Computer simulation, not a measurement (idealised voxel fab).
This section sets out a process module, namely voxel tone inversion.
The cross-section on display is named cut; it measures 255 nm wide, and its cells are 5 nm squares.
Each cross-section below is a grid of square cells, stated as bands in top-down order, with one or more rows of cells making up each band. Within each band entry, the heights of the top and of the bottom of the band appear first, in that order and in nm; the materials of the band then follow from left to right, each with its corresponding width in nm. The designation "everywhere" on a single material indicates that it fills the band from edge to edge; the designation "blank" indicates empty space. Height is counted from the level 0, under which the received wafer is composed throughout of one material. The lowest of the bands is not closed at the bottom but continues downward, in the notation "z 0 and below". With a width like "30..40", each row of cells in the band differs from the next by the same amount, the top row carrying the first number and the bottom row the second. It should be understood that the words "no alteration", when stated for a given step, signify that the cross-section underwent no change in any of its cells during that step. Closed-off voids of 8+ cells (no open route to the top) go in "Closed-off voids", written width x height at distance from the left edge, in nm. Where a step's line continues beyond its settings, the continuation is a remark by the simulator itself on that step. A step line may carry the setting "overlay nm", which, for steps involving a mask, states the distance by which the mask lay to the right of its intended position; negative values denote displacement to the left.
Planned step list for the process:
1. RECEIVE: material Si
2. CONFORMAL_DEP: material SiN, thk nm 5
3. DIRECTIONAL_DEP: material polySi, thk nm 20
4. PATTERN: tone cover, mask id POSTS, material resist, width nm 20, pitch nm 40, thk nm 30, overlay nm 0
5. DIRECTIONAL_ETCH: etch materials polySi, depth nm 20
6. STRIP: etch materials resist
7. FILL_DEP: material lowk, thk nm 5
8. CMP: height nm 25
9. STRIP: etch materials polySi
10. CONFORMAL_DEP: material TiN, thk nm 5
11. FILL_DEP: material Cu, thk nm 5
12. CMP: height nm 25
13. CONFORMAL_DEP: material SiN, thk nm 5
For clarity, it should be stated that the wafers under discussion commence in an identical condition and differ with respect to the thk nm of step 10, the plan indicating the value that the first wafer had.
As-received state after step 1, first of several wafers, cross-section:
> z 0 and below | Si everywhere
> Closed-off voids: none
Basically each wafer gets a line in the table, showing it at the end of the module: material by material, the cells it gained (+) or lost (-) since we got it, then its closed voids:
thk nm 5; +24 Cu; +102 SiN; +40 TiN; +140 lowk; Closed-off voids: none
thk nm 10; +102 SiN; +64 TiN; +140 lowk; Closed-off voids: none
thk nm 15; +102 SiN; +64 TiN; +140 lowk; Closed-off voids: none
thk nm 20; +102 SiN; +64 TiN; +140 lowk; Closed-off voids: none
